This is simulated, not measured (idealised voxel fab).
Name of the process module below: voxel transistor to metal
Displayed cross-section: cut, width of 175 nm, square cells sized 5 nm.
Think of the cross-section as a grid of square cells. We describe it in bands, top to bottom, and each band covers one or more rows of those cells. Look at the band entry: it leads with the top's height and the bottom's height in nm. Then it lists the materials left to right, with a width in nm for each. The word "full width" on a single material says that material fills the band edge to edge. The word "air" is empty space. Height datum 0, below which the as-received substrate wafer is one material. Lowest band open at the bottom, running downward: "0..down". When a width is written as two numbers, as in "30->40", the first number is the width in the top row of cells of the band and the second is the width in its bottom row, and the width changes by the same amount from each row to the next. No cell of the cross-section changed in a step that is given as "remains unaltered". Closed-off voids of 8+ cells (no open route to the top) go in "Closed internal voids", written width x height at distance from the left edge, in nm. It should be noted that, on the line of a given step, the content following the step's settings is a remark produced by the simulator itself with respect to that step. "overlay nm", when on a step's line for a step with a mask, measures how far to the right of its planned place the mask lay; a negative measure means to the left.
[Listed below are the process steps as planned]
1. RECEIVE (material Si)
2. OXIDIZE (depth nm 5)
3. CONFORMAL_DEP (material SiN; thk nm 15)
4. PATTERN (tone cover; mask id ACTIVE; material resist; width nm 135; thk nm 20; overlay nm 0)
5. DIRECTIONAL_ETCH (etch materials SiN; depth nm 15)
6. DIRECTIONAL_ETCH (etch materials SiO2; depth nm 5)
7. DIRECTIONAL_ETCH (etch materials Si; depth nm 25)
8. STRIP (etch materials resist)
9. FILL_DEP (material SiO2; thk nm 15)
10. CMP (height nm 15)
11. SELECTIVE_ETCH (etch materials SiO2; depth nm 10)
12. STRIP (etch materials SiN)
13. SELECTIVE_ETCH (etch materials SiO2; depth nm 5)
14. OXIDIZE (depth nm 5)
15. DIRECTIONAL_DEP (material polySi; thk nm 30)
16. DIRECTIONAL_DEP (material SiCN; thk nm 15)
17. PATTERN (tone cover; mask id GATE; material resist; width nm 35; thk nm 20; overlay nm 0)
18. DIRECTIONAL_ETCH (etch materials SiCN; depth nm 25)
19. DIRECTIONAL_ETCH (etch materials polySi; depth nm 40)
20. STRIP (etch materials resist)
21. CONFORMAL_DEP (material SiO2; thk nm 5)
22. DIRECTIONAL_ETCH (etch materials SiO2; depth nm 5)
23. CONFORMAL_DEP (material SiN; thk nm 10)
24. DIRECTIONAL_ETCH (etch materials SiN; depth nm 10)
25. DIRECTIONAL_ETCH (etch materials SiO2; depth nm 5)
26. DIRECTIONAL_ETCH (etch materials Si; depth nm 15)
27. EPI (material nSi; thk nm 15)
28. FILL_DEP (material SiO2; thk nm 5)
29. CMP (height nm 25)
30. STRIP (etch materials polySi)
31. SELECTIVE_ETCH (etch materials SiO2; depth nm 5)
32. CONFORMAL_DEP (material HfO2; thk nm 5)
33. CONFORMAL_DEP (material TiN; thk nm 5)
34. FILL_DEP (material W; thk nm 5)
35. CMP (height nm 20)
36. DIRECTIONAL_DEP (material SiO2; thk nm 10)
37. MASKED_ETCH (tone open; mask id CONTACT; width nm 20; pitch nm 95; etch materials SiO2; depth nm 25; overlay nm 0)
38. CONFORMAL_DEP (material TiN; thk nm 5)
39. FILL_DEP (material W; thk nm 10)
40. CMP (height nm 30)
41. DIRECTIONAL_DEP (material TiN; thk nm 5)
42. DIRECTIONAL_DEP (material W; thk nm 15)
43. DIRECTIONAL_DEP (material aC; thk nm 10)
44. PATTERN (tone cover; mask id METAL_1; material resist; width nm 20; pitch nm 95; thk nm 30; overlay nm 0)
45. DIRECTIONAL_ETCH (etch materials aC; depth nm 10)
46. STRIP (etch materials resist)
47. DIRECTIONAL_ETCH (etch materials W; depth nm 15)
48. DIRECTIONAL_ETCH (etch materials TiN; depth nm 5)
49. STRIP (etch materials aC)
50. CONFORMAL_DEP (material SiCN; thk nm 5)
51. FILL_DEP (material lowk; thk nm 10)
52. CMP (height nm 50)
53. CONFORMAL_DEP (material SiCN; thk nm 5)
[Cross-section of the incoming wafer, state after step 1]
	0..down  Si full width
	Closed internal voids: none
[The first of two wafers, cross-sectioned at the end of the module, with the run proceeding as planned]
	55..50  SiCN full width
	50..35  25 nm lowk, then 5 nm SiCN, then 20 nm W, then 5 nm SiCN, then 65 nm lowk, then 5 nm SiCN, then 20 nm W, then 5 nm SiCN, then 25 nm lowk
	35..30  30 nm SiCN, then 20 nm TiN, then 75 nm SiCN, then 20 nm TiN, then 30 nm SiCN
	30..20  30 nm SiO2, then 5 nm TiN, then 10 nm W, then 5 nm TiN, then 75 nm SiO2, then 5 nm TiN, then 10 nm W, then 5 nm TiN, then 30 nm SiO2
	20..10  30 nm SiO2, then 5 nm TiN, then 10 nm W, then 5 nm TiN, then 5 nm SiO2, then 10 nm SiN, then 5 nm HfO2, then 5 nm TiN, then 25 nm W, then 5 nm TiN, then 5 nm HfO2, then 10 nm SiN, then 5 nm SiO2, then 5 nm TiN, then 10 nm W, then 5 nm TiN, then 30 nm SiO2
	10..5  30 nm SiO2, then 20 nm TiN, then 5 nm SiO2, then 10 nm SiN, then 5 nm HfO2, then 5 nm TiN, then 25 nm W, then 5 nm TiN, then 5 nm HfO2, then 10 nm SiN, then 5 nm SiO2, then 20 nm TiN, then 30 nm SiO2
	5..0  25 nm SiO2, then 30 nm nSi, then 10 nm SiN, then 5 nm HfO2, then 5 nm TiN, then 25 nm W, then 5 nm TiN, then 5 nm HfO2, then 10 nm SiN, then 30 nm nSi, then 25 nm SiO2
	0..-5  20 nm SiO2, then 10 nm SiN, then 25 nm nSi, then 10 nm SiN, then 5 nm HfO2, then 35 nm TiN, then 5 nm HfO2, then 10 nm SiN, then 25 nm nSi, then 10 nm SiN, then 20 nm SiO2
	-5..-10  30 nm SiO2, then 25 nm nSi, then 10 nm SiO2, then 45 nm HfO2, then 10 nm SiO2, then 25 nm nSi, then 30 nm SiO2
	-10..-25  20 nm SiO2, then 10 nm Si, then 25 nm nSi, then 65 nm Si, then 25 nm nSi, then 10 nm Si, then 20 nm SiO2
	-25..-30  20 nm SiO2, then 135 nm Si, then 20 nm SiO2
	-30..down  Si full width
	Closed internal voids: none
[Same start, same plan as the first wafer - but one mistake in the run. Cross-section of the second of the two at the end of the module]
	55..50  SiCN full width
	50..35  25 nm lowk, then 5 nm SiCN, then 20 nm W, then 5 nm SiCN, then 65 nm lowk, then 5 nm SiCN, then 20 nm W, then 5 nm SiCN, then 25 nm lowk
	35..30  30 nm SiCN, then 20 nm TiN, then 75 nm SiCN, then 20 nm TiN, then 30 nm SiCN
	30..20  30 nm SiO2, then 5 nm TiN, then 10 nm W, then 5 nm TiN, then 75 nm SiO2, then 5 nm TiN, then 10 nm W, then 5 nm TiN, then 30 nm SiO2
	20..10  30 nm SiO2, then 5 nm TiN, then 10 nm W, then 5 nm TiN, then 5 nm SiO2, then 10 nm SiN, then 5 nm HfO2, then 5 nm TiN, then 25 nm W, then 5 nm TiN, then 5 nm HfO2, then 10 nm SiN, then 5 nm SiO2, then 5 nm TiN, then 10 nm W, then 5 nm TiN, then 30 nm SiO2
	10..5  30 nm SiO2, then 20 nm TiN, then 5 nm SiO2, then 10 nm SiN, then 5 nm HfO2, then 5 nm TiN, then 25 nm W, then 5 nm TiN, then 5 nm HfO2, then 10 nm SiN, then 5 nm SiO2, then 20 nm TiN, then 30 nm SiO2
	5..0  30 nm SiO2, then 25 nm nSi, then 10 nm SiN, then 5 nm HfO2, then 5 nm TiN, then 25 nm W, then 5 nm TiN, then 5 nm HfO2, then 10 nm SiN, then 35 nm nSi, then 20 nm SiO2
	0..-5  25 nm SiO2, then 10 nm SiN, then 20 nm nSi, then 10 nm SiN, then 5 nm HfO2, then 35 nm TiN, then 5 nm HfO2, then 10 nm SiN, then 30 nm nSi, then 10 nm SiN, then 15 nm SiO2
	-5..-10  35 nm SiO2, then 20 nm nSi, then 10 nm SiO2, then 45 nm HfO2, then 10 nm SiO2, then 30 nm nSi, then 25 nm SiO2
	-10..-25  25 nm SiO2, then 10 nm Si, then 20 nm nSi, then 65 nm Si, then 30 nm nSi, then 10 nm Si, then 15 nm SiO2
	-25..-30  25 nm SiO2, then 135 nm Si, then 15 nm SiO2
	-30..down  Si full width
	Closed internal voids: none
Nonconformance to the process plan: step 4 was not run as planned; what actually ran was PATTERN (tone cover; mask id ACTIVE; material resist; width nm 135; thk nm 20; overlay nm 5)
So at the finish, the second wafer's got exactly as many cells of each material as the first, just not in the same spots.
